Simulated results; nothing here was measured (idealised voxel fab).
This is a process module. Its name is voxel tone inversion.
Square cell edge 5 nm, section width 295 nm, ID cut.
In what follows, cross-sections appear as grids of square cells, described through bands that run from the top down, where every band is one or more rows of cells.
A band entry consists of two parts. The first gives the height of the band's top and the height of its bottom, in nm. The rest lists the band's materials from left to right, each with its width in nm. A single material labelled with the word "full width" fills the band from edge to edge, and the word "blank" marks empty space.
Where do heights start? At 0: under that level the wafer as delivered is made of one material only. And the lowest band has no floor; it just carries on downward, as in "0..down".
Graded width ("30 to 40"): value in top row of band = first number; value in bottom row = second number; row-to-row change constant.
You'll sometimes find "stayed the same" written for a step, and that's the way of saying that nowhere in the cross-section did a cell change during that step.
Closed void entries: empty space of 8 cells or more with no open way to the top, each as width x height at its distance from the left edge, in nm
Read whatever lies past the settings on a step's line as the simulator's own remark about the step.
For masked steps, "overlay nm" on the step line gives how far right of plan the mask actually lay; a minus sign means it lay to the left.

[Steps in the process plan]
1,RECEIVE with material Si
2,CONFORMAL_DEP with material SiCN, thk nm 5
3,DIRECTIONAL_DEP with material aC, thk nm 25
4,PATTERN with tone cover, mask id POSTS, material resist, width nm 25, pitch nm 40, thk nm 35, overlay nm 0
5,DIRECTIONAL_ETCH with etch materials aC, depth nm 25
6,STRIP with etch materials resist
7,FILL_DEP with material lowk, thk nm 5
8,CMP with height nm 30
9,STRIP with etch materials aC

[So, the first of our two wafers, run just as we planned it]

[Incoming wafer, cross-sectional view, post step 1]
    0..down | Si full width
    Closed void entries: none

[Take a look at the wafer's cross-section after step 2]
    5..0 | SiCN full width
    Below 0, no change.

[Take a look at the wafer's cross-section after step 3]
    30..5 | aC full width
    Below 5, no change.

[Take a look at the wafer's cross-section after step 4]
    65..30 | 75 of blank | 25 of resist | 15 of blank | 25 of resist | 15 of blank | 25 of resist | 15 of blank | 25 of resist | 75 of blank
    Below 30, no change.

[Take a look at the wafer's cross-section after step 5]
    40..30 | 75 of blank | 25 of resist | 15 of blank | 25 of resist | 15 of blank | 25 of resist | 15 of blank | 25 of resist | 75 of blank
    30..5 | 75 of blank | 25 of aC | 15 of blank | 25 of aC | 15 of blank | 25 of aC | 15 of blank | 25 of aC | 75 of blank
    Below 5, no change.

[Take a look at the wafer's cross-section after step 6]
    30..5 | 75 of blank | 25 of aC | 15 of blank | 25 of aC | 15 of blank | 25 of aC | 15 of blank | 25 of aC | 75 of blank
    Below 5, no change.

[Take a look at the wafer's cross-section after step 7]
    35..30 | lowk full width
    30..5 | 75 of lowk | 25 of aC | 15 of lowk | 25 of aC | 15 of lowk | 25 of aC | 15 of lowk | 25 of aC | 75 of lowk
    Below 5, no change.

[Take a look at the wafer's cross-section after step 8]
    30..5 | 75 of lowk | 25 of aC | 15 of lowk | 25 of aC | 15 of lowk | 25 of aC | 15 of lowk | 25 of aC | 75 of lowk
    Below 5, no change.

[Take a look at the wafer's cross-section after step 9]
    30..5 | 75 of lowk | 25 of blank | 15 of lowk | 25 of blank | 15 of lowk | 25 of blank | 15 of lowk | 25 of blank | 75 of lowk
    Below 5, no change.

[Regarding the second of the two wafers: it shared the first wafer's starting condition and process plan, yet one error occurred during its execution. Its history coincides with that of the first wafer up to and including step 1]

Second wafer, cut view, end of step 2 per plan: stayed the same

[Second wafer, cut view, end of step 3 per plan]
    25..0 | aC full width
    Below 0, no change.

[Second wafer, cut view, end of step 4 per plan]
    60..25 | 75 of blank | 25 of resist | 15 of blank | 25 of resist | 15 of blank | 25 of resist | 15 of blank | 25 of resist | 75 of blank
    Below 25, no change.

[Second wafer, cut view, end of step 5 per plan]
    35..25 | 75 of blank | 25 of resist | 15 of blank | 25 of resist | 15 of blank | 25 of resist | 15 of blank | 25 of resist | 75 of blank
    25..0 | 75 of blank | 25 of aC | 15 of blank | 25 of aC | 15 of blank | 25 of aC | 15 of blank | 25 of aC | 75 of blank
    Below 0, no change.

[Second wafer, cut view, end of step 6 per plan]
    25..0 | 75 of blank | 25 of aC | 15 of blank | 25 of aC | 15 of blank | 25 of aC | 15 of blank | 25 of aC | 75 of blank
    Below 0, no change.

[Second wafer, cut view, end of step 7 per plan]
    30..25 | lowk full width
    25..0 | 75 of lowk | 25 of aC | 15 of lowk | 25 of aC | 15 of lowk | 25 of aC | 15 of lowk | 25 of aC | 75 of lowk
    Below 0, no change.

Second wafer, cut view, end of step 8 per plan: stayed the same

Second wafer, cut view, end of step 9 per plan: stayed the same
What broke from the plan during processing? the plan's step 2 was left out and never carried out
Counted in cells at the end, the second wafer holds more or fewer of these materials than the first: -59 SiCN, +100 aC, +59 lowk
